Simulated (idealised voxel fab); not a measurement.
This section sets out a process module, namely voxel capacitor over wiring.
Square cells of 5 nm make up the cross-section cut, whose width is 195 nm.
A cross-section in this document is a grid of square cells, and it is written down as bands, the top band listed before the ones below it; a band is made up of one or more rows of cells. Look at the band entry: it leads with the top's height and the bottom's height in nm. Then it lists the materials left to right, with a width in nm for each. The word "throughout" on a single material says that material fills the band edge to edge. The word "air" is empty space. Height reference: 0 = level under which incoming wafer is all one material. Lowest band: no bottom, runs on downward, e.g. "z 0 and below". It should be noted that a width expressed as "30->40" varies in equal increments from row to row of cells within the band, taking the value of the first number at the top row and that of the second number at the bottom row. "left unchanged" means the step left every cell of the cross-section as it was. Entry "Entrapped voids" = empty spaces >= 8 cells with no open way to the top; each as width x height at distance, distance from left edge, all nm. That trailing text on a step's line, after the settings, is the simulator's own remark on the step. A step's line can hold "overlay nm"; with a mask on that step, the setting says how far right of the planned place the mask lay, while a negative setting says it lay to the left.

## plan
step 1: RECEIVE (material Si)
step 2: CONFORMAL_DEP (material SiO2; thk nm 10)
step 3: DIRECTIONAL_DEP (material TiN; thk nm 5)
step 4: DIRECTIONAL_DEP (material W; thk nm 25)
step 5: PATTERN (tone cover; mask id METAL_1; material resist; width nm 25; pitch nm 90; thk nm 15; overlay nm 0)
step 6: DIRECTIONAL_ETCH (etch materials W; depth nm 25)
step 7: DIRECTIONAL_ETCH (etch materials TiN; depth nm 5)
step 8: STRIP (etch materials resist)
step 9: CONFORMAL_DEP (material SiN; thk nm 5)
step 10: FILL_DEP (material SiO2; thk nm 5)
step 11: CMP (height nm 40)
step 12: CONFORMAL_DEP (material SiCN; thk nm 5)
step 13: DIRECTIONAL_DEP (material SiO2; thk nm 20)
step 14: DIRECTIONAL_DEP (material aC; thk nm 15)
step 15: PATTERN (tone open; mask id PLUG_1; material resist; width nm 15; thk nm 35; overlay nm 0)
step 16: DIRECTIONAL_ETCH (etch materials aC; depth nm 15)
step 17: STRIP (etch materials resist)
step 18: DIRECTIONAL_ETCH (etch materials SiO2; depth nm 20)
step 19: DIRECTIONAL_ETCH (etch materials SiCN; depth nm 5)
step 20: STRIP (etch materials aC)
step 21: EPI (material Ru; thk nm 10)
step 22: EPI (material Ru; thk nm 10)
step 23: EPI (material Ru; thk nm 5)
step 24: DIRECTIONAL_DEP (material TiN; thk nm 5)
step 25: DIRECTIONAL_DEP (material Al2O3; thk nm 5)
step 26: DIRECTIONAL_DEP (material TiN; thk nm 10)
step 27: MASKED_ETCH (tone cover; mask id UPPER_PLATE; width nm 70; etch materials TiN; depth nm 10; overlay nm 0)
step 28: MASKED_ETCH (tone cover; mask id UPPER_PLATE; width nm 70; etch materials Al2O3; depth nm 5; overlay nm 0)
step 29: MASKED_ETCH (tone cover; mask id LOWER_PLATE; width nm 80; etch materials TiN; depth nm 5; overlay nm 0)
step 30: FILL_DEP (material SiO2; thk nm 20)
step 31: CMP (height nm 100)
step 32: MASKED_ETCH (tone open; mask id PLUG_2; width nm 15; etch materials SiO2; depth nm 15; overlay nm 0)
step 33: CONFORMAL_DEP (material TiN; thk nm 5)
step 34: FILL_DEP (material Ru; thk nm 5)
step 35: CMP (height nm 100)
step 36: CONFORMAL_DEP (material SiCN; thk nm 5)

## Shown in cross-section is the wafer as received, that is, as it stands after step 1
    z 0 and below = Si throughout
    Entrapped voids: none

## Cross-section: first of two wafers, module finished, run according to plan
    z 105 to 100 = SiCN throughout
    z 100 to 90 = 60 SiO2, then 5 TiN, then 5 Ru, then 5 TiN, then 120 SiO2
    z 90 to 85 = 60 SiO2, then 15 TiN, then 120 SiO2
    z 85 to 75 = 50 SiO2, then 70 TiN, then 75 SiO2
    z 75 to 70 = 50 SiO2, then 70 Al2O3, then 75 SiO2
    z 70 to 65 = 45 SiO2, then 80 TiN, then 70 SiO2
    z 65 to 45 = 50 SiO2, then 15 Ru, then 130 SiO2
    z 45 to 40 = 50 SiCN, then 15 Ru, then 130 SiCN
    z 40 to 15 = 35 SiO2, then 5 SiN, then 25 W, then 5 SiN, then 55 SiO2, then 5 SiN, then 25 W, then 5 SiN, then 35 SiO2
    z 15 to 10 = 40 SiN, then 25 TiN, then 65 SiN, then 25 TiN, then 40 SiN
    z 10 to 0 = SiO2 throughout
    z 0 and below = Si throughout
    Entrapped voids: none

## Second wafer of the two, sectioned at the end of the module. It began like the first and followed the same plan, but one mistake was made while running it
    z 115 to 100 = SiCN throughout
    z 100 to 90 = 60 SiO2, then 5 TiN, then 5 Ru, then 5 TiN, then 120 SiO2
    z 90 to 85 = 60 SiO2, then 15 TiN, then 120 SiO2
    z 85 to 75 = 50 SiO2, then 70 TiN, then 75 SiO2
    z 75 to 70 = 50 SiO2, then 70 Al2O3, then 75 SiO2
    z 70 to 65 = 45 SiO2, then 80 TiN, then 70 SiO2
    z 65 to 45 = 50 SiO2, then 15 Ru, then 130 SiO2
    z 45 to 40 = 50 SiCN, then 15 Ru, then 130 SiCN
    z 40 to 15 = 35 SiO2, then 5 SiN, then 25 W, then 5 SiN, then 55 SiO2, then 5 SiN, then 25 W, then 5 SiN, then 35 SiO2
    z 15 to 10 = 40 SiN, then 25 TiN, then 65 SiN, then 25 TiN, then 40 SiN
    z 10 to 0 = SiO2 throughout
    z 0 and below = Si throughout
    Entrapped voids: none
What went wrong in running the wafer? step 36 ran as: CONFORMAL_DEP (material SiCN; thk nm 15)
FYI, end of process, the second wafer has more or fewer cells of some materials than the first: 78 more of SiCN
